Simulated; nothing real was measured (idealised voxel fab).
process module | voxel double patterning
cross-section cut | 240 nm wide | cells 5 nm
A cross-section is a grid of square cells, given in bands from the top down. A band is one or more rows of cells.
Each band's line starts with the height of the band's top and of its bottom, in nm. Then come its materials from left to right, each with its width in nm. One material with "throughout" fills the band from edge to edge. "air" is empty space.
Height 0 is the level under which the wafer as received is all one material. The lowest band goes on downwards, as in "0 down".
A width such as "30 to 40" changes by the same amount from each row of cells to the next, from the band's top row to its bottom row.
"no change" after a step means that no cell of the cross-section changed.
closed voids: empty space of 8 cells or more with no open way to the top, each as width x height at its distance from the left edge, in nm
after a step's settings: what the simulator itself notes on the step
overlay nm, on a step with a mask: how far to the right of its planned place the mask lay; to the left if negative
plan
1 op RECEIVE | material Si
2 op CONFORMAL_DEP | material SiN | thk nm 5
3 op DIRECTIONAL_DEP | material SiO2 | thk nm 10
4 op DIRECTIONAL_DEP | material SiCN | thk nm 10
5 op PATTERN | tone open | mask id FIRST | material resist | width nm 15 | pitch nm 50 | thk nm 15 | overlay nm 0
6 op DIRECTIONAL_ETCH | etch materials SiCN | depth nm 10
7 op STRIP | etch materials resist
8 op MASKED_ETCH | tone open | mask id SECOND | width nm 15 | pitch nm 50 | etch materials SiCN | depth nm 10 | overlay nm 0
9 op DIRECTIONAL_ETCH | etch materials SiO2 | depth nm 10
10 op STRIP | etch materials SiCN
varied across the wafers: width nm of step 5. The plan shows the first wafer's value. All wafers start alike
first wafer as received, after step 1
  0 down: Si throughout
  closed voids: none
each wafer at the end: cells of each material gained (+) or lost (-) since it was received, then its closed voids
width nm 15 | +48 SiN | +66 SiO2 | closed voids: none
width nm 20 | +48 SiN | +60 SiO2 | closed voids: none
width nm 25 | +48 SiN | +54 SiO2 | closed voids: none
width nm 30 | +48 SiN | +48 SiO2 | closed voids: none
